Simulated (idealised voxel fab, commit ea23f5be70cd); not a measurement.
Presented below is a process module, voxel tone inversion.
It is cross-section cut that appears here, measuring 270 nm in width, its square cells being 5 nm in size.
Bands, listed from the top down, are how a cross-section gets written in this document; the cross-section itself is a grid of square cells, and a band is one or more rows of them.
In this notation a band is specified by the heights of its top and bottom, in that order and in nm, after which its materials appear from left to right, each paired with its width in nm. The word "throughout" attached to a single material means that material fills the band from edge to edge; the word "blank" stands for empty space.
Below 0: as-received wafer, all one material; heights counted from there. Lowest band: no bottom, goes on down, written "0 down".
Per-row width for "30..40": begins at first number (top row of band), ends at second number (bottom row), increment between rows held constant.
Step note "remained unchanged" = no cross-section cell changed.
The label "Enclosed voids" introduces a list of the empty spaces, 8 cells or larger, that have no open way up to the top; each entry in it reads width x height at distance, where the distance is taken from the left edge and all three are stated in nm.
That trailing text on a step's line, after the settings, is the simulator's own remark on the step.
"overlay nm" answers the question of how far to the right of plan the mask lay on a step that has a mask, and when it is negative the answer is to the left.

This section lists the process steps that were planned:
1 RECEIVE,material Si
2 CONFORMAL_DEP,material SiCN,thk nm 5
3 DIRECTIONAL_DEP,material aC,thk nm 20
4 PATTERN,tone cover,mask id POSTS,material resist,width nm 20,pitch nm 50,thk nm 30,overlay nm 0
5 DIRECTIONAL_ETCH,etch materials aC,depth nm 20
6 STRIP,etch materials resist
7 FILL_DEP,material lowk,thk nm 5
8 CMP,height nm 25
9 STRIP,etch materials aC
10 CONFORMAL_DEP,material TiN,thk nm 5
11 FILL_DEP,material Ru,thk nm 5
12 CMP,height nm 25
13 CONFORMAL_DEP,material SiN,thk nm 5

Wafer as received: cross-section following step 1:
* 0 down | Si throughout
* Enclosed voids: none

What the wafer looks like in cross-section after this module, when it starts as shown above and follows the plan above but one mistake is made in running it:
* 30 to 25 | SiN throughout
* 25 to 20 | SiCN throughout
* 20 to 0 | aC throughout
* 0 down | Si throughout
* Enclosed voids: none
What went wrong in running the wafer? step 3 occupied the plan position of step 2, and the converse holds as well
